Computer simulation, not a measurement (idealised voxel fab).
Process module, titled voxel fin reveal
Square cells of 5 nm make up the cross-section cut, whose width is 190 nm.
Think of the cross-section as a grid of square cells. We describe it in bands, top to bottom, and each band covers one or more rows of those cells. For a band, the entry starts with two heights in nm, that of the top and then that of the bottom, and carries on with the band's materials in order from left to right, each alongside its width in nm; the word "throughout" beside a single material means it fills the band edge to edge, and "empty" means empty space. Beneath 0, the wafer as received is one material, and that level is where height counting begins. The lowest band goes on downward without a bottom; it is written like "z 0 and below". The width entry "30 to 40" should be interpreted row by row: the top row of cells in the band takes the first number, the bottom row takes the second number, and the change between adjacent rows is uniform throughout. "remained the same", as given for a step, is the statement that not any cell of the cross-section underwent a change during that step. "Cavities, sealed" means: voids of 8 cells or more that are shut off from the top with no open way through. Written width x height at distance, distance from the left edge, in nm. Heads up: the bit after the settings on a step's line is the simulator's remark on that step. overlay nm: mask right of planned place by this much (step with mask). Neg. = left.

The process steps that were planned are listed below:
1) RECEIVE, material Si
2) CONFORMAL_DEP, material SiN, thk nm 5
3) MASKED_ETCH, tone cover, mask id FINS, width nm 15, pitch nm 45, etch materials SiN, depth nm 5, overlay nm 0
4) MASKED_ETCH, tone cover, mask id FINS, width nm 15, pitch nm 45, etch materials Si, depth nm 40, overlay nm 0
5) FILL_DEP, material SiO2, thk nm 15
6) CMP, height nm 5
7) SELECTIVE_ETCH, etch materials SiO2, depth nm 35
8) STRIP, etch materials SiN

The first of a set of two wafers, run to plan:

Received-state cross-section, reflecting completion of step 1:
* z 0 and below  Si throughout
* Cavities, sealed: none

Cross-section of the wafer subsequent to step 2:
* z 5 to 0  SiN throughout
* At heights below 0, the structure remains unaltered.

Cross-section of the wafer subsequent to step 3:
* z 5 to 0  empty=65 | SiN=15 | empty=30 | SiN=15 | empty=65
* At heights below 0, the structure remains unaltered.

Cross-section of the wafer subsequent to step 4:
* z 5 to 0  empty=65 | SiN=15 | empty=30 | SiN=15 | empty=65
* z 0 to -40  empty=65 | Si=15 | empty=30 | Si=15 | empty=65
* At heights below -40, the structure remains unaltered.

Cross-section of the wafer subsequent to step 5:
* z 20 to 5  SiO2 throughout
* z 5 to 0  SiO2=65 | SiN=15 | SiO2=30 | SiN=15 | SiO2=65
* z 0 to -40  SiO2=65 | Si=15 | SiO2=30 | Si=15 | SiO2=65
* At heights below -40, the structure remains unaltered.

Cross-section of the wafer subsequent to step 6:
* z 5 to 0  SiO2=65 | SiN=15 | SiO2=30 | SiN=15 | SiO2=65
* At heights below 0, the structure remains unaltered.

Cross-section of the wafer subsequent to step 7:
* z 5 to 0  empty=65 | SiN=15 | empty=30 | SiN=15 | empty=65
* z 0 to -30  empty=65 | Si=15 | empty=30 | Si=15 | empty=65
* At heights below -30, the structure remains unaltered.

Cross-section of the wafer subsequent to step 8:
* z 0 to -30  empty=65 | Si=15 | empty=30 | Si=15 | empty=65
* At heights below -30, the structure remains unaltered.

The second wafer: identical to the first at the outset and in its planned sequence, differing only in that one mistake was made during processing; up to and including step 4, its path is the first wafer's path:

Cross-sectional representation of the second wafer at the time designated in the plan for the completion of step 5:
* z 35 to 5  SiO2 throughout
* z 5 to 0  SiO2=65 | SiN=15 | SiO2=30 | SiN=15 | SiO2=65
* z 0 to -40  SiO2=65 | Si=15 | SiO2=30 | Si=15 | SiO2=65
* At heights below -40, the structure remains unaltered.

Cross-sectional representation of the second wafer at the time designated in the plan for the completion of step 6:
* z 5 to 0  SiO2=65 | SiN=15 | SiO2=30 | SiN=15 | SiO2=65
* At heights below 0, the structure remains unaltered.

Cross-sectional representation of the second wafer at the time designated in the plan for the completion of step 7:
* z 5 to 0  empty=65 | SiN=15 | empty=30 | SiN=15 | empty=65
* z 0 to -30  empty=65 | Si=15 | empty=30 | Si=15 | empty=65
* At heights below -30, the structure remains unaltered.

Cross-sectional representation of the second wafer at the time designated in the plan for the completion of step 8:
* z 0 to -30  empty=65 | Si=15 | empty=30 | Si=15 | empty=65
* At heights below -30, the structure remains unaltered.
What went wrong in running the wafer? plan step 5 was twice executed
Given identical final cross-sections on the two wafers, the mistake has no effect on any quantity computed by this model.
